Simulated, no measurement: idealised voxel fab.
process module | voxel self aligned vias
cross-section cut | 295 nm wide | cells 5 nm
A cross-section is a grid of square cells, given in bands from the top down. A band is one or more rows of cells.
Each band's line starts with the height of the band's top and of its bottom, in nm. Then come its materials from left to right, each with its width in nm. One material with "throughout" fills the band from edge to edge. "air" is empty space.
Height 0 is the level under which the wafer as received is all one material. The lowest band goes on downwards, as in "0 down".
A width such as "30 to 40" changes by the same amount from each row of cells to the next, from the band's top row to its bottom row.
"no change" after a step means that no cell of the cross-section changed.
closed voids: empty space of 8 cells or more with no open way to the top, each as width x height at its distance from the left edge, in nm
after a step's settings: what the simulator itself notes on the step
overlay nm, on a step with a mask: how far to the right of its planned place the mask lay; to the left if negative
plan
1 op RECEIVE | material Si
2 op CONFORMAL_DEP | material SiO2 | thk nm 15
3 op CONFORMAL_DEP | material SiCN | thk nm 5
4 op DIRECTIONAL_DEP | material SiO2 | thk nm 20
5 op PATTERN | tone open | mask id LINES | material resist | width nm 20 | pitch nm 60 | thk nm 15 | overlay nm 0
6 op DIRECTIONAL_ETCH | etch materials SiO2 | depth nm 20
7 op STRIP | etch materials resist
8 op CONFORMAL_DEP | material TiN | thk nm 5
9 op FILL_DEP | material Ru | thk nm 5
10 op CMP | height nm 40
11 op SELECTIVE_ETCH | etch materials W Ru TiN | depth nm 5
12 op FILL_DEP | material SiN | thk nm 5
13 op CMP | height nm 40
14 op DIRECTIONAL_DEP | material SiO2 | thk nm 20
15 op PATTERN | tone open | mask id VIAS | material resist | width nm 30 | pitch nm 60 | thk nm 20 | overlay nm 0
16 op DIRECTIONAL_ETCH | etch materials SiO2 | depth nm 20
17 op DIRECTIONAL_ETCH | etch materials SiN | depth nm 5
18 op STRIP | etch materials resist
19 op CONFORMAL_DEP | material TiN | thk nm 5
20 op FILL_DEP | material Cu | thk nm 10
21 op CMP | height nm 60
22 op CONFORMAL_DEP | material SiN | thk nm 5
first wafer, as planned
as received, after step 1
  0 down: Si throughout
  closed voids: none
after step 2
  15 to 0: SiO2 throughout
  below 0: unchanged
after step 3
  20 to 15: SiCN throughout
  below 15: unchanged
after step 4
  40 to 20: SiO2 throughout
  below 20: unchanged
after step 5
  55 to 40: resist 75 | air 20 | resist 40 | air 20 | resist 40 | air 20 | resist 80
  below 40: unchanged
after step 6
  55 to 40: resist 75 | air 20 | resist 40 | air 20 | resist 40 | air 20 | resist 80
  40 to 20: SiO2 75 | air 20 | SiO2 40 | air 20 | SiO2 40 | air 20 | SiO2 80
  below 20: unchanged
after step 7
  40 to 20: SiO2 75 | air 20 | SiO2 40 | air 20 | SiO2 40 | air 20 | SiO2 80
  below 20: unchanged
after step 8
  45 to 40: TiN 80 | air 10 | TiN 50 | air 10 | TiN 50 | air 10 | TiN 85
  40 to 25: SiO2 75 | TiN 5 | air 10 | TiN 5 | SiO2 40 | TiN 5 | air 10 | TiN 5 | SiO2 40 | TiN 5 | air 10 | TiN 5 | SiO2 80
  25 to 20: SiO2 75 | TiN 20 | SiO2 40 | TiN 20 | SiO2 40 | TiN 20 | SiO2 80
  below 20: unchanged
after step 9
  50 to 45: Ru throughout
  45 to 40: TiN 80 | Ru 10 | TiN 50 | Ru 10 | TiN 50 | Ru 10 | TiN 85
  40 to 25: SiO2 75 | TiN 5 | Ru 10 | TiN 5 | SiO2 40 | TiN 5 | Ru 10 | TiN 5 | SiO2 40 | TiN 5 | Ru 10 | TiN 5 | SiO2 80
  below 25: unchanged
after step 10
  40 to 25: SiO2 75 | TiN 5 | Ru 10 | TiN 5 | SiO2 40 | TiN 5 | Ru 10 | TiN 5 | SiO2 40 | TiN 5 | Ru 10 | TiN 5 | SiO2 80
  below 25: unchanged
after step 11
  40 to 35: SiO2 75 | air 20 | SiO2 40 | air 20 | SiO2 40 | air 20 | SiO2 80
  below 35: unchanged
after step 12
  45 to 40: SiN throughout
  40 to 35: SiO2 75 | SiN 20 | SiO2 40 | SiN 20 | SiO2 40 | SiN 20 | SiO2 80
  below 35: unchanged
after step 13
  40 to 35: SiO2 75 | SiN 20 | SiO2 40 | SiN 20 | SiO2 40 | SiN 20 | SiO2 80
  below 35: unchanged
after step 14
  60 to 40: SiO2 throughout
  below 40: unchanged
after step 15
  80 to 60: resist 70 | air 30 | resist 30 | air 30 | resist 30 | air 30 | resist 75
  below 60: unchanged
after step 16
  80 to 60: resist 70 | air 30 | resist 30 | air 30 | resist 30 | air 30 | resist 75
  60 to 40: SiO2 70 | air 30 | SiO2 30 | air 30 | SiO2 30 | air 30 | SiO2 75
  below 40: unchanged
after step 17
  80 to 60: resist 70 | air 30 | resist 30 | air 30 | resist 30 | air 30 | resist 75
  60 to 40: SiO2 70 | air 30 | SiO2 30 | air 30 | SiO2 30 | air 30 | SiO2 75
  40 to 35: SiO2 75 | air 20 | SiO2 40 | air 20 | SiO2 40 | air 20 | SiO2 80
  below 35: unchanged
after step 18
  60 to 40: SiO2 70 | air 30 | SiO2 30 | air 30 | SiO2 30 | air 30 | SiO2 75
  below 40: unchanged
after step 19
  65 to 60: TiN 75 | air 20 | TiN 40 | air 20 | TiN 40 | air 20 | TiN 80
  60 to 45: SiO2 70 | TiN 5 | air 20 | TiN 5 | SiO2 30 | TiN 5 | air 20 | TiN 5 | SiO2 30 | TiN 5 | air 20 | TiN 5 | SiO2 75
  45 to 40: SiO2 70 | TiN 10 | air 10 | TiN 10 | SiO2 30 | TiN 10 | air 10 | TiN 10 | SiO2 30 | TiN 10 | air 10 | TiN 10 | SiO2 75
  40 to 35: SiO2 75 | TiN 20 | SiO2 40 | TiN 20 | SiO2 40 | TiN 20 | SiO2 80
  below 35: unchanged
after step 20
  75 to 65: Cu throughout
  65 to 60: TiN 75 | Cu 20 | TiN 40 | Cu 20 | TiN 40 | Cu 20 | TiN 80
  60 to 45: SiO2 70 | TiN 5 | Cu 20 | TiN 5 | SiO2 30 | TiN 5 | Cu 20 | TiN 5 | SiO2 30 | TiN 5 | Cu 20 | TiN 5 | SiO2 75
  45 to 40: SiO2 70 | TiN 10 | Cu 10 | TiN 10 | SiO2 30 | TiN 10 | Cu 10 | TiN 10 | SiO2 30 | TiN 10 | Cu 10 | TiN 10 | SiO2 75
  below 40: unchanged
after step 21
  60 to 45: SiO2 70 | TiN 5 | Cu 20 | TiN 5 | SiO2 30 | TiN 5 | Cu 20 | TiN 5 | SiO2 30 | TiN 5 | Cu 20 | TiN 5 | SiO2 75
  below 45: unchanged
after step 22
  65 to 60: SiN throughout
  below 60: unchanged
second wafer: like start, like plan, one mistake. Through step 14 it matches the first wafer
when step 15 should have ended
  80 to 60: air 70 | resist 30 | air 30 | resist 30 | air 30 | resist 30 | air 75
  below 60: unchanged
when step 16 should have ended
  80 to 60: air 70 | resist 30 | air 30 | resist 30 | air 30 | resist 30 | air 75
  60 to 40: air 70 | SiO2 30 | air 30 | SiO2 30 | air 30 | SiO2 30 | air 75
  below 40: unchanged
when step 17 should have ended: no change
when step 18 should have ended
  60 to 40: air 70 | SiO2 30 | air 30 | SiO2 30 | air 30 | SiO2 30 | air 75
  below 40: unchanged
when step 19 should have ended
  65 to 60: air 65 | TiN 40 | air 20 | TiN 40 | air 20 | TiN 40 | air 70
  60 to 45: air 65 | TiN 5 | SiO2 30 | TiN 5 | air 20 | TiN 5 | SiO2 30 | TiN 5 | air 20 | TiN 5 | SiO2 30 | TiN 5 | air 70
  45 to 40: TiN 70 | SiO2 30 | TiN 30 | SiO2 30 | TiN 30 | SiO2 30 | TiN 75
  below 40: unchanged
when step 20 should have ended
  75 to 65: Cu throughout
  65 to 60: Cu 65 | TiN 40 | Cu 20 | TiN 40 | Cu 20 | TiN 40 | Cu 70
  60 to 45: Cu 65 | TiN 5 | SiO2 30 | TiN 5 | Cu 20 | TiN 5 | SiO2 30 | TiN 5 | Cu 20 | TiN 5 | SiO2 30 | TiN 5 | Cu 70
  below 45: unchanged
when step 21 should have ended
  60 to 45: Cu 65 | TiN 5 | SiO2 30 | TiN 5 | Cu 20 | TiN 5 | SiO2 30 | TiN 5 | Cu 20 | TiN 5 | SiO2 30 | TiN 5 | Cu 70
  below 45: unchanged
when step 22 should have ended
  65 to 60: SiN throughout
  below 60: unchanged
what went wrong: step 15 ran as: op PATTERN | tone cover | mask id VIAS | material resist | width nm 30 | pitch nm 60 | thk nm 20 | overlay nm 0
at the end the second wafer has, in cells: 63 more of Cu | 12 more of SiN | 92 fewer of SiO2 | 17 more of TiN
